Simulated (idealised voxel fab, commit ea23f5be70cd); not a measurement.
Name of the process module below: voxel self aligned vias
The figure presents cross-section cut, which has a width of 210 nm and is divided into square cells with an edge length of 5 nm.
Cross-section layout: square cells on a grid; listed as bands, top to bottom; a band spans one or more cell rows.
Look at the band entry: it leads with the top's height and the bottom's height in nm. Then it lists the materials left to right, with a width in nm for each. The word "all across" on a single material says that material fills the band edge to edge. The word "blank" is empty space.
Heights are measured from 0, the level below which the as-received wafer is all one material; the lowest band has no bottom and continues downward, written as in "from 0 down".
Width: "30->40" (first number = top row, second number = bottom row, same change from row to row of cells).
No cell of the cross-section changed in a step that is given as "no alterations made".
Look at "Closed cavities" for the closed voids: empty spaces with no open path to the top, sized 8 cells or up. Each is width x height at distance, distance from the left edge, all nm.
after a step's settings: what the simulator itself notes on the step
overlay nm: where the mask lay relative to plan, measured to the right, on steps with a mask; negatives go left.
# plan
| 1 | RECEIVE [material Si] |
| 2 | CONFORMAL_DEP [material SiO2] [thk nm 10] |
| 3 | CONFORMAL_DEP [material SiCN] [thk nm 5] |
| 4 | DIRECTIONAL_DEP [material SiO2] [thk nm 30] |
| 5 | PATTERN [tone open] [mask id LINES] [material resist] [width nm 20] [pitch nm 65] [thk nm 15] [overlay nm 0] |
| 6 | DIRECTIONAL_ETCH [etch materials SiO2] [depth nm 30] |
| 7 | STRIP [etch materials resist] |
| 8 | CONFORMAL_DEP [material TiN] [thk nm 5] |
| 9 | FILL_DEP [material W] [thk nm 5] |
| 10 | CMP [height nm 45] |
| 11 | SELECTIVE_ETCH [etch materials W Ru TiN] [depth nm 5] |
| 12 | FILL_DEP [material SiN] [thk nm 5] |
| 13 | CMP [height nm 45] |
| 14 | DIRECTIONAL_DEP [material SiO2] [thk nm 20] |
| 15 | DIRECTIONAL_DEP [material aC] [thk nm 10] |
| 16 | PATTERN [tone open] [mask id VIAS] [material resist] [width nm 40] [pitch nm 130] [thk nm 30] [overlay nm 0] |
| 17 | DIRECTIONAL_ETCH [etch materials aC] [depth nm 10] |
| 18 | STRIP [etch materials resist] |
| 19 | DIRECTIONAL_ETCH [etch materials SiO2] [depth nm 20] |
| 20 | DIRECTIONAL_ETCH [etch materials SiN] [depth nm 5] |
| 21 | STRIP [etch materials aC] |
| 22 | CONFORMAL_DEP [material TiN] [thk nm 5] |
| 23 | FILL_DEP [material Cu] [thk nm 5] |
| 24 | CMP [height nm 65] |
| 25 | CONFORMAL_DEP [material SiCN] [thk nm 5] |
# What follows covers the first of two wafers; it ran as planned
# Cross-section of the wafer upon arrival, representing the state reached after step 1
	from 0 down  Si all across
	Closed cavities: none
# after step 2
	from 10 to 0  SiO2 all across
	Heights below 0 show no change.
# after step 3
	from 15 to 10  SiCN all across
	Heights below 10 show no change.
# after step 4
	from 45 to 15  SiO2 all across
	Heights below 15 show no change.
# after step 5
	from 60 to 45  30 resist, then 20 blank, then 45 resist, then 20 blank, then 45 resist, then 20 blank, then 30 resist
	Heights below 45 show no change.
# after step 6
	from 60 to 45  30 resist, then 20 blank, then 45 resist, then 20 blank, then 45 resist, then 20 blank, then 30 resist
	from 45 to 15  30 SiO2, then 20 blank, then 45 SiO2, then 20 blank, then 45 SiO2, then 20 blank, then 30 SiO2
	Heights below 15 show no change.
# after step 7
	from 45 to 15  30 SiO2, then 20 blank, then 45 SiO2, then 20 blank, then 45 SiO2, then 20 blank, then 30 SiO2
	Heights below 15 show no change.
# after step 8
	from 50 to 45  35 TiN, then 10 blank, then 55 TiN, then 10 blank, then 55 TiN, then 10 blank, then 35 TiN
	from 45 to 20  30 SiO2, then 5 TiN, then 10 blank, then 5 TiN, then 45 SiO2, then 5 TiN, then 10 blank, then 5 TiN, then 45 SiO2, then 5 TiN, then 10 blank, then 5 TiN, then 30 SiO2
	from 20 to 15  30 SiO2, then 20 TiN, then 45 SiO2, then 20 TiN, then 45 SiO2, then 20 TiN, then 30 SiO2
	Heights below 15 show no change.
# after step 9
	from 55 to 50  W all across
	from 50 to 45  35 TiN, then 10 W, then 55 TiN, then 10 W, then 55 TiN, then 10 W, then 35 TiN
	from 45 to 20  30 SiO2, then 5 TiN, then 10 W, then 5 TiN, then 45 SiO2, then 5 TiN, then 10 W, then 5 TiN, then 45 SiO2, then 5 TiN, then 10 W, then 5 TiN, then 30 SiO2
	Heights below 20 show no change.
# after step 10
	from 45 to 20  30 SiO2, then 5 TiN, then 10 W, then 5 TiN, then 45 SiO2, then 5 TiN, then 10 W, then 5 TiN, then 45 SiO2, then 5 TiN, then 10 W, then 5 TiN, then 30 SiO2
	Heights below 20 show no change.
# after step 11
	from 45 to 40  30 SiO2, then 20 blank, then 45 SiO2, then 20 blank, then 45 SiO2, then 20 blank, then 30 SiO2
	Heights below 40 show no change.
# after step 12
	from 50 to 45  SiN all across
	from 45 to 40  30 SiO2, then 20 SiN, then 45 SiO2, then 20 SiN, then 45 SiO2, then 20 SiN, then 30 SiO2
	Heights below 40 show no change.
# after step 13
	from 45 to 40  30 SiO2, then 20 SiN, then 45 SiO2, then 20 SiN, then 45 SiO2, then 20 SiN, then 30 SiO2
	Heights below 40 show no change.
# after step 14
	from 65 to 45  SiO2 all across
	Heights below 45 show no change.
# after step 15
	from 75 to 65  aC all across
	Heights below 65 show no change.
# after step 16
	from 105 to 75  20 resist, then 40 blank, then 90 resist, then 40 blank, then 20 resist
	Heights below 75 show no change.
# after step 17
	from 95 to 75  20 resist, then 40 blank, then 90 resist, then 40 blank, then 20 resist
	from 75 to 65  20 aC, then 40 blank, then 90 aC, then 40 blank, then 20 aC
	Heights below 65 show no change.
# after step 18
	from 75 to 65  20 aC, then 40 blank, then 90 aC, then 40 blank, then 20 aC
	Heights below 65 show no change.
# after step 19
	from 75 to 65  20 aC, then 40 blank, then 90 aC, then 40 blank, then 20 aC
	from 65 to 45  20 SiO2, then 40 blank, then 90 SiO2, then 40 blank, then 20 SiO2
	Heights below 45 show no change.
# after step 20
	from 75 to 65  20 aC, then 40 blank, then 90 aC, then 40 blank, then 20 aC
	from 65 to 45  20 SiO2, then 40 blank, then 90 SiO2, then 40 blank, then 20 SiO2
	from 45 to 40  30 SiO2, then 20 blank, then 45 SiO2, then 20 SiN, then 45 SiO2, then 20 blank, then 30 SiO2
	Heights below 40 show no change.
# after step 21
	from 65 to 45  20 SiO2, then 40 blank, then 90 SiO2, then 40 blank, then 20 SiO2
	Heights below 45 show no change.
# after step 22
	from 70 to 65  25 TiN, then 30 blank, then 100 TiN, then 30 blank, then 25 TiN
	from 65 to 50  20 SiO2, then 5 TiN, then 30 blank, then 5 TiN, then 90 SiO2, then 5 TiN, then 30 blank, then 5 TiN, then 20 SiO2
	from 50 to 45  20 SiO2, then 15 TiN, then 10 blank, then 15 TiN, then 90 SiO2, then 15 TiN, then 10 blank, then 15 TiN, then 20 SiO2
	from 45 to 40  30 SiO2, then 20 TiN, then 45 SiO2, then 20 SiN, then 45 SiO2, then 20 TiN, then 30 SiO2
	Heights below 40 show no change.
# after step 23
	from 75 to 70  Cu all across
	from 70 to 65  25 TiN, then 30 Cu, then 100 TiN, then 30 Cu, then 25 TiN
	from 65 to 50  20 SiO2, then 5 TiN, then 30 Cu, then 5 TiN, then 90 SiO2, then 5 TiN, then 30 Cu, then 5 TiN, then 20 SiO2
	from 50 to 45  20 SiO2, then 15 TiN, then 10 Cu, then 15 TiN, then 90 SiO2, then 15 TiN, then 10 Cu, then 15 TiN, then 20 SiO2
	Heights below 45 show no change.
# after step 24
	from 65 to 50  20 SiO2, then 5 TiN, then 30 Cu, then 5 TiN, then 90 SiO2, then 5 TiN, then 30 Cu, then 5 TiN, then 20 SiO2
	Heights below 50 show no change.
# after step 25
	from 70 to 65  SiCN all across
	Heights below 65 show no change.
# What follows concerns the second wafer, which started out like the first and was meant to follow the very same plan; one mistake crept in when it was run, but everything up to and including step 1 is the same as for the first wafer
# Cross-section of the second wafer at the time step 2 of the plan should have ended
	from 5 to 0  SiCN all across
	Heights below 0 show no change.
# Cross-section of the second wafer at the time step 3 of the plan should have ended
	from 15 to 5  SiO2 all across
	Heights below 5 show no change.
# Cross-section of the second wafer at the time step 4 of the plan should have ended
	from 45 to 5  SiO2 all across
	Heights below 5 show no change.
# Cross-section of the second wafer at the time step 5 of the plan should have ended
	from 60 to 45  30 resist, then 20 blank, then 45 resist, then 20 blank, then 45 resist, then 20 blank, then 30 resist
	Heights below 45 show no change.
# Cross-section of the second wafer at the time step 6 of the plan should have ended
	from 60 to 45  30 resist, then 20 blank, then 45 resist, then 20 blank, then 45 resist, then 20 blank, then 30 resist
	from 45 to 15  30 SiO2, then 20 blank, then 45 SiO2, then 20 blank, then 45 SiO2, then 20 blank, then 30 SiO2
	Heights below 15 show no change.
# Cross-section of the second wafer at the time step 7 of the plan should have ended
	from 45 to 15  30 SiO2, then 20 blank, then 45 SiO2, then 20 blank, then 45 SiO2, then 20 blank, then 30 SiO2
	Heights below 15 show no change.
# Cross-section of the second wafer at the time step 8 of the plan should have ended
	from 50 to 45  35 TiN, then 10 blank, then 55 TiN, then 10 blank, then 55 TiN, then 10 blank, then 35 TiN
	from 45 to 20  30 SiO2, then 5 TiN, then 10 blank, then 5 TiN, then 45 SiO2, then 5 TiN, then 10 blank, then 5 TiN, then 45 SiO2, then 5 TiN, then 10 blank, then 5 TiN, then 30 SiO2
	from 20 to 15  30 SiO2, then 20 TiN, then 45 SiO2, then 20 TiN, then 45 SiO2, then 20 TiN, then 30 SiO2
	Heights below 15 show no change.
# Cross-section of the second wafer at the time step 9 of the plan should have ended
	from 55 to 50  W all across
	from 50 to 45  35 TiN, then 10 W, then 55 TiN, then 10 W, then 55 TiN, then 10 W, then 35 TiN
	from 45 to 20  30 SiO2, then 5 TiN, then 10 W, then 5 TiN, then 45 SiO2, then 5 TiN, then 10 W, then 5 TiN, then 45 SiO2, then 5 TiN, then 10 W, then 5 TiN, then 30 SiO2
	Heights below 20 show no change.
# Cross-section of the second wafer at the time step 10 of the plan should have ended
	from 45 to 20  30 SiO2, then 5 TiN, then 10 W, then 5 TiN, then 45 SiO2, then 5 TiN, then 10 W, then 5 TiN, then 45 SiO2, then 5 TiN, then 10 W, then 5 TiN, then 30 SiO2
	Heights below 20 show no change.
# Cross-section of the second wafer at the time step 11 of the plan should have ended
	from 45 to 40  30 SiO2, then 20 blank, then 45 SiO2, then 20 blank, then 45 SiO2, then 20 blank, then 30 SiO2
	Heights below 40 show no change.
# Cross-section of the second wafer at the time step 12 of the plan should have ended
	from 50 to 45  SiN all across
	from 45 to 40  30 SiO2, then 20 SiN, then 45 SiO2, then 20 SiN, then 45 SiO2, then 20 SiN, then 30 SiO2
	Heights below 40 show no change.
# Cross-section of the second wafer at the time step 13 of the plan should have ended
	from 45 to 40  30 SiO2, then 20 SiN, then 45 SiO2, then 20 SiN, then 45 SiO2, then 20 SiN, then 30 SiO2
	Heights below 40 show no change.
# Cross-section of the second wafer at the time step 14 of the plan should have ended
	from 65 to 45  SiO2 all across
	Heights below 45 show no change.
# Cross-section of the second wafer at the time step 15 of the plan should have ended
	from 75 to 65  aC all across
	Heights below 65 show no change.
# Cross-section of the second wafer at the time step 16 of the plan should have ended
	from 105 to 75  20 resist, then 40 blank, then 90 resist, then 40 blank, then 20 resist
	Heights below 75 show no change.
# Cross-section of the second wafer at the time step 17 of the plan should have ended
	from 95 to 75  20 resist, then 40 blank, then 90 resist, then 40 blank, then 20 resist
	from 75 to 65  20 aC, then 40 blank, then 90 aC, then 40 blank, then 20 aC
	Heights below 65 show no change.
# Cross-section of the second wafer at the time step 18 of the plan should have ended
	from 75 to 65  20 aC, then 40 blank, then 90 aC, then 40 blank, then 20 aC
	Heights below 65 show no change.
# Cross-section of the second wafer at the time step 19 of the plan should have ended
	from 75 to 65  20 aC, then 40 blank, then 90 aC, then 40 blank, then 20 aC
	from 65 to 45  20 SiO2, then 40 blank, then 90 SiO2, then 40 blank, then 20 SiO2
	Heights below 45 show no change.
# Cross-section of the second wafer at the time step 20 of the plan should have ended
	from 75 to 65  20 aC, then 40 blank, then 90 aC, then 40 blank, then 20 aC
	from 65 to 45  20 SiO2, then 40 blank, then 90 SiO2, then 40 blank, then 20 SiO2
	from 45 to 40  30 SiO2, then 20 blank, then 45 SiO2, then 20 SiN, then 45 SiO2, then 20 blank, then 30 SiO2
	Heights below 40 show no change.
# Cross-section of the second wafer at the time step 21 of the plan should have ended
	from 65 to 45  20 SiO2, then 40 blank, then 90 SiO2, then 40 blank, then 20 SiO2
	Heights below 45 show no change.
# Cross-section of the second wafer at the time step 22 of the plan should have ended
	from 70 to 65  25 TiN, then 30 blank, then 100 TiN, then 30 blank, then 25 TiN
	from 65 to 50  20 SiO2, then 5 TiN, then 30 blank, then 5 TiN, then 90 SiO2, then 5 TiN, then 30 blank, then 5 TiN, then 20 SiO2
	from 50 to 45  20 SiO2, then 15 TiN, then 10 blank, then 15 TiN, then 90 SiO2, then 15 TiN, then 10 blank, then 15 TiN, then 20 SiO2
	from 45 to 40  30 SiO2, then 20 TiN, then 45 SiO2, then 20 SiN, then 45 SiO2, then 20 TiN, then 30 SiO2
	Heights below 40 show no change.
# Cross-section of the second wafer at the time step 23 of the plan should have ended
	from 75 to 70  Cu all across
	from 70 to 65  25 TiN, then 30 Cu, then 100 TiN, then 30 Cu, then 25 TiN
	from 65 to 50  20 SiO2, then 5 TiN, then 30 Cu, then 5 TiN, then 90 SiO2, then 5 TiN, then 30 Cu, then 5 TiN, then 20 SiO2
	from 50 to 45  20 SiO2, then 15 TiN, then 10 Cu, then 15 TiN, then 90 SiO2, then 15 TiN, then 10 Cu, then 15 TiN, then 20 SiO2
	Heights below 45 show no change.
# Cross-section of the second wafer at the time step 24 of the plan should have ended
	from 65 to 50  20 SiO2, then 5 TiN, then 30 Cu, then 5 TiN, then 90 SiO2, then 5 TiN, then 30 Cu, then 5 TiN, then 20 SiO2
	Heights below 50 show no change.
# Cross-section of the second wafer at the time step 25 of the plan should have ended
	from 70 to 65  SiCN all across
	Heights below 65 show no change.
Which mistake was made when the wafer was run? steps 2 and 3 were swapped
Upon completion, the cell count for each material on the second wafer equals that on the first, whereas the spatial distribution of those cells differs.
